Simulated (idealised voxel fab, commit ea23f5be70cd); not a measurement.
The following process module bears the name voxel spacer lines.
Each square cell in cross-section cut measures 5 nm, and the section as a whole is 150 nm wide.
Cross-section format: a grid of square cells, given as bands from top to bottom; each band is one or more rows of cells.
Each band's line starts with the height of the band's top and of its bottom, in nm. Then come its materials from left to right, each with its width in nm. One material with "all across" fills the band from edge to edge. "blank" is empty space.
Heights are reckoned from 0. Under this level, the received wafer is all of one material. The bottommost band is open-ended downward, for example "top 0, no bottom".
Note: "30..40" means the width goes from the first number (top row of the band) to the second number (bottom row) in equal steps per row of cells.
Given "nothing was modified" for a step, no cell of the cross-section differs between before and after that step.
"Enclosed internal voids": empty spaces of 8 cells or more with no open way to the top, each given as width x height at distance, distance from the left edge, all in nm.
Step line, after settings: the simulator's comment on this step.
The optional step-line setting "overlay nm" applies to steps with a mask and quantifies how far to the right of its planned location the mask lay, a negative value indicating leftward placement.
HERE'S WHAT THE PLANNED PROCESS STEPS LOOK LIKE
1: RECEIVE with material Si
2: CONFORMAL_DEP with material Al2O3, thk nm 10
3: DIRECTIONAL_DEP with material SiN, thk nm 10
4: DIRECTIONAL_DEP with material polySi, thk nm 25
5: PATTERN with tone cover, mask id MANDREL, material resist, width nm 15, pitch nm 60, thk nm 30, overlay nm 0
6: DIRECTIONAL_ETCH with etch materials polySi, depth nm 25
7: STRIP with etch materials resist
8: CONFORMAL_DEP with material SiO2, thk nm 15
9: DIRECTIONAL_ETCH with etch materials SiO2, depth nm 15
10: STRIP with etch materials polySi
11: DIRECTIONAL_ETCH with etch materials SiN, depth nm 10
12: STRIP with etch materials SiO2
13: FILL_DEP with material SiO2, thk nm 10
14: CMP with height nm 20
CROSS-SECTION OF THE WAFER UPON ARRIVAL, REPRESENTING THE STATE REACHED AFTER STEP 1
top 0, no bottom | Si all across
Enclosed internal voids: none
FIRST OF TWO WAFERS: CROSS-SECTION AT END OF MODULE, RUN PER PLAN
top 20, bottom 10 | SiO2 (20), SiN (15), SiO2 (15), SiN (15), SiO2 (15), SiN (15), SiO2 (15), SiN (15), SiO2 (25)
top 10, bottom 0 | Al2O3 all across
top 0, no bottom | Si all across
Enclosed internal voids: none
HERE'S THE SECOND OF OUR TWO WAFERS SECTIONED AT MODULE END. SAME START AS THE FIRST, SAME PLAN, BUT ONE MISTAKE GOT MADE RUNNING IT
top 20, bottom 10 | polySi all across
top 10, bottom 0 | Al2O3 all across
top 0, no bottom | Si all across
Enclosed internal voids: none
Error vs. plan: the executed order of steps 3 and 4 is the reverse of that specified in the plan, each step having taken the other's position
Cell-count delta at end, second wafer over first, by material: SiN -24; SiO2 -36; polySi +60
